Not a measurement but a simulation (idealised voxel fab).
Name of the process module below: voxel lift off
cross-section cut | 250 nm wide | cells 5 nm
In this document a cross-section is written as a grid of square cells. It is given as a series of bands, listed from the top down, and a band is one or more rows of cells. Band entry format. Leading values: height of top, height of bottom, nm. Remainder: materials in left-to-right order, each with its width in nm. Special words: "edge to edge" on a single material, which then fills the band edge to edge; "blank", empty space. The level at which height equals 0 is the one under which the wafer, as it arrives, is entirely one material. No lower edge exists for the bottom band, which continues downward and is notated as in "0 nm and below". The width entry "30..40" should be interpreted row by row: the top row of cells in the band takes the first number, the bottom row takes the second number, and the change between adjacent rows is uniform throughout. What does "nothing was modified" mean for a step? It means no cell of the cross-section changed in that step. Heads up: "Sealed voids" only lists the empty pockets with no open path to the top that are 8 cells or more, and it writes them as width x height at distance, distance from the left edge, in nm. Formally, on a step line, whatever follows the settings is a remark that the simulator itself makes on the step. "overlay nm" denotes, for a step that has a mask, the displacement of the mask to the right of its planned place, with negative values corresponding to the left.
## This section lists the process steps that were planned
1 RECEIVE with material Si
2 CONFORMAL_DEP with material SiO2, thk nm 15
3 PATTERN with tone open, mask id LINES, material resist, width nm 30, pitch nm 55, thk nm 30, overlay nm 0
4 DIRECTIONAL_DEP with material Ru, thk nm 15
5 STRIP with etch materials resist
6 CONFORMAL_DEP with material SiO2, thk nm 10
## First wafer out of two, processed as planned
## Incoming wafer in cross-section (state: after step 1)
- 0 nm and below | Si edge to edge
- Sealed voids: none
## The following cross-section depicts the wafer upon completion of step 2
- 15 nm to 0 nm | SiO2 edge to edge
- Under 0: no change, same as before.
## The following cross-section depicts the wafer upon completion of step 3
- 45 nm to 15 nm | resist=80, then blank=30, then resist=25, then blank=30, then resist=85
- Under 15: no change, same as before.
## The following cross-section depicts the wafer upon completion of step 4
- 60 nm to 45 nm | Ru=80, then blank=30, then Ru=25, then blank=30, then Ru=85
- 45 nm to 30 nm | resist=80, then blank=30, then resist=25, then blank=30, then resist=85
- 30 nm to 15 nm | resist=80, then Ru=30, then resist=25, then Ru=30, then resist=85
- Under 15: no change, same as before.
## The following cross-section depicts the wafer upon completion of step 5
- 30 nm to 15 nm | blank=80, then Ru=30, then blank=25, then Ru=30, then blank=85
- Under 15: no change, same as before.
## The following cross-section depicts the wafer upon completion of step 6
- 40 nm to 30 nm | blank=70, then SiO2=50, then blank=5, then SiO2=50, then blank=75
- 30 nm to 25 nm | blank=70, then SiO2=10, then Ru=30, then SiO2=10, then blank=5, then SiO2=10, then Ru=30, then SiO2=10, then blank=75
- 25 nm to 15 nm | SiO2=80, then Ru=30, then SiO2=25, then Ru=30, then SiO2=85
- Under 15: no change, same as before.
## second wafer: like start, like plan, one mistake. Through step 2 it matches the first wafer
## Second wafer shown in cross-section at the time step 3 was slated to end
- 45 nm to 15 nm | resist=75, then blank=30, then resist=25, then blank=30, then resist=90
- Under 15: no change, same as before.
## Second wafer shown in cross-section at the time step 4 was slated to end
- 60 nm to 45 nm | Ru=75, then blank=30, then Ru=25, then blank=30, then Ru=90
- 45 nm to 30 nm | resist=75, then blank=30, then resist=25, then blank=30, then resist=90
- 30 nm to 15 nm | resist=75, then Ru=30, then resist=25, then Ru=30, then resist=90
- Under 15: no change, same as before.
## Second wafer shown in cross-section at the time step 5 was slated to end
- 30 nm to 15 nm | blank=75, then Ru=30, then blank=25, then Ru=30, then blank=90
- Under 15: no change, same as before.
## Second wafer shown in cross-section at the time step 6 was slated to end
- 40 nm to 30 nm | blank=65, then SiO2=50, then blank=5, then SiO2=50, then blank=80
- 30 nm to 25 nm | blank=65, then SiO2=10, then Ru=30, then SiO2=10, then blank=5, then SiO2=10, then Ru=30, then SiO2=10, then blank=80
- 25 nm to 15 nm | SiO2=75, then Ru=30, then SiO2=25, then Ru=30, then SiO2=90
- Under 15: no change, same as before.
In executing the process, a mistake was made relative to the plan: step 3 was not run as planned; what actually ran was PATTERN with tone open, mask id LINES, material resist, width nm 30, pitch nm 55, thk nm 30, overlay nm -5
The two final wafers agree on how many cells each material fills and disagree on which cells those are.
